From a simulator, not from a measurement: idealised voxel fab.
Process module under the name voxel self aligned contacts
This is section cut - it's 235 nm across, gridded in 5 nm square cells.
How to read a cross-section here: the picture is a grid of square cells, written as bands going from the top down, and any band can span one or more rows of cells. For a band, the entry starts with two heights in nm, that of the top and then that of the bottom, and carries on with the band's materials in order from left to right, each alongside its width in nm; the word "everywhere" beside a single material means it fills the band edge to edge, and "blank" means empty space. Beneath 0, the wafer as received is one material, and that level is where height counting begins. The lowest band goes on downward without a bottom; it is written like "0 nm and below". You'd read "30..40" like this: the band's top row of cells is as wide as the first number, its bottom row is as wide as the second, and going down, every row changes width by the same amount as the row before did. "no change occurred" after a step means that no cell of the cross-section changed. Reported under the label "Entrapped voids" are the empty spaces having no open way to the top and comprising 8 cells or more; the notation for each is width x height at distance, in which the distance is measured from the left edge and all three values are in nm. Whatever follows a step's settings on its line is a remark the simulator itself makes about that step. overlay nm: mask offset rightward from planned place, masked step; negative means leftward offset.
### The process steps that were planned are listed below
1,RECEIVE: material Si
2,CONFORMAL_DEP: material SiO2, thk nm 5
3,DIRECTIONAL_DEP: material polySi, thk nm 25
4,DIRECTIONAL_DEP: material SiN, thk nm 20
5,DIRECTIONAL_DEP: material aC, thk nm 10
6,PATTERN: tone cover, mask id GATE, material resist, width nm 35, pitch nm 60, thk nm 30, overlay nm 0
7,DIRECTIONAL_ETCH: etch materials aC, depth nm 10
8,STRIP: etch materials resist
9,DIRECTIONAL_ETCH: etch materials SiN, depth nm 20
10,DIRECTIONAL_ETCH: etch materials polySi, depth nm 25
11,STRIP: etch materials aC
12,CONFORMAL_DEP: material SiN, thk nm 5
13,DIRECTIONAL_ETCH: etch materials SiN, depth nm 5
14,FILL_DEP: material SiO2, thk nm 15
15,CMP: height nm 55
16,DIRECTIONAL_DEP: material aC, thk nm 15
17,PATTERN: tone open, mask id CONTACT, material resist, width nm 35, pitch nm 60, thk nm 35, overlay nm 0
18,DIRECTIONAL_ETCH: etch materials aC, depth nm 15
19,STRIP: etch materials resist
20,DIRECTIONAL_ETCH: etch materials SiO2, depth nm 55
21,STRIP: etch materials aC
22,CONFORMAL_DEP: material TiN, thk nm 5
23,FILL_DEP: material W, thk nm 10
24,CMP: height nm 55
25,CONFORMAL_DEP: material SiN, thk nm 5
Across this set of wafers, the varied parameter is the width nm of step 17. Starting conditions are identical for every wafer, and the plan reports the value assigned to the first wafer.
### Cross-section of the first of several wafers as received (after step 1)
- 0 nm and below | Si everywhere
- Entrapped voids: none
### First wafer of several, cross-section, module end, after step 25 (last)
- 60 nm to 55 nm | SiN everywhere
- 55 nm to 50 nm | SiO2 (70) | TiN (15) | W (5) | TiN (15) | SiO2 (25) | TiN (15) | W (5) | TiN (15) | SiO2 (70)
- 50 nm to 30 nm | SiO2 (35) | SiN (45) | TiN (5) | W (5) | TiN (5) | SiN (45) | TiN (5) | W (5) | TiN (5) | SiN (45) | SiO2 (35)
- 30 nm to 5 nm | SiO2 (35) | SiN (5) | polySi (35) | SiN (5) | TiN (5) | W (5) | TiN (5) | SiN (5) | polySi (35) | SiN (5) | TiN (5) | W (5) | TiN (5) | SiN (5) | polySi (35) | SiN (5) | SiO2 (35)
- 5 nm to 0 nm | SiO2 (80) | TiN (15) | SiO2 (45) | TiN (15) | SiO2 (80)
- 0 nm and below | Si everywhere
- Entrapped voids: none
### Showing the last wafer in cross-section at the end of the module
- 60 nm to 55 nm | SiN everywhere
- 55 nm to 50 nm | SiO2 (65) | TiN (20) | W (5) | TiN (20) | SiO2 (15) | TiN (20) | W (5) | TiN (20) | SiO2 (65)
- 50 nm to 30 nm | SiO2 (35) | SiN (45) | TiN (5) | W (5) | TiN (5) | SiN (45) | TiN (5) | W (5) | TiN (5) | SiN (45) | SiO2 (35)
- 30 nm to 5 nm | SiO2 (35) | SiN (5) | polySi (35) | SiN (5) | TiN (5) | W (5) | TiN (5) | SiN (5) | polySi (35) | SiN (5) | TiN (5) | W (5) | TiN (5) | SiN (5) | polySi (35) | SiN (5) | SiO2 (35)
- 5 nm to 0 nm | SiO2 (80) | TiN (15) | SiO2 (45) | TiN (15) | SiO2 (80)
- 0 nm and below | Si everywhere
- Entrapped voids: none
### End of module, by wafer: material-by-material cell gain (+) or loss (-) since receipt, then closed voids
width nm 35, +185 SiN, +200 SiO2, +54 TiN, +20 W, +105 polySi, Entrapped voids: none
width nm 40, +185 SiN, +198 SiO2, +56 TiN, +20 W, +105 polySi, Entrapped voids: none
width nm 45, +185 SiN, +196 SiO2, +58 TiN, +20 W, +105 polySi, Entrapped voids: none
